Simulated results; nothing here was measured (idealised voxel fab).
The name of this process module is voxel tone inversion.
Square cells of 5 nm make up the cross-section cut, whose width is 280 nm.
If you're reading a cross-section in this doc, picture square cells in a grid; it comes to you as bands, top ones listed first down to the bottom, and a band can be one or more rows of cells. Look at the band entry: it leads with the top's height and the bottom's height in nm. Then it lists the materials left to right, with a width in nm for each. The word "edge to edge" on a single material says that material fills the band edge to edge. The word "air" is empty space. Zero point of the height axis is 0; under it, received wafer = one material. Lowest band: continues down indefinitely, "0 down". A width such as "30 to 40" changes by the same amount from each row of cells to the next, from the band's top row to its bottom row. Where the words "no alteration" appear for a step, the cross-section shows no cell changed by that step; every cell remained as before. This entry, "Closed cavity list", enumerates those empty regions of no fewer than 8 cells that possess no open connection to the top. Each region is reported in the form width x height at distance, the distance being taken from the left edge, with all three quantities expressed in nm. Note: text after step settings on the step line = simulator remark on that step. A step line may carry the setting "overlay nm", which, for steps involving a mask, states the distance by which the mask lay to the right of its intended position; negative values denote displacement to the left.

### plan
step 1: RECEIVE,material Si
step 2: CONFORMAL_DEP,material SiN,thk nm 10
step 3: DIRECTIONAL_DEP,material aC,thk nm 20
step 4: PATTERN,tone cover,mask id POSTS,material resist,width nm 25,pitch nm 40,thk nm 25,overlay nm 0
step 5: DIRECTIONAL_ETCH,etch materials aC,depth nm 20
step 6: STRIP,etch materials resist
step 7: FILL_DEP,material lowk,thk nm 5
step 8: CMP,height nm 30
step 9: STRIP,etch materials aC
step 10: CONFORMAL_DEP,material TiN,thk nm 5
step 11: FILL_DEP,material Ru,thk nm 5
step 12: CMP,height nm 30
step 13: CONFORMAL_DEP,material SiN,thk nm 5

### Incoming wafer in cross-section (state: after step 1)
	0 down  Si edge to edge
	Closed cavity list: none

### Post-module cross-section: identical start and plan to those above, one misstep in execution
	35 to 20  SiN edge to edge
	20 to 0  aC edge to edge
	0 down  Si edge to edge
	Closed cavity list: none
Diagnosis: steps 2 and 3 were swapped
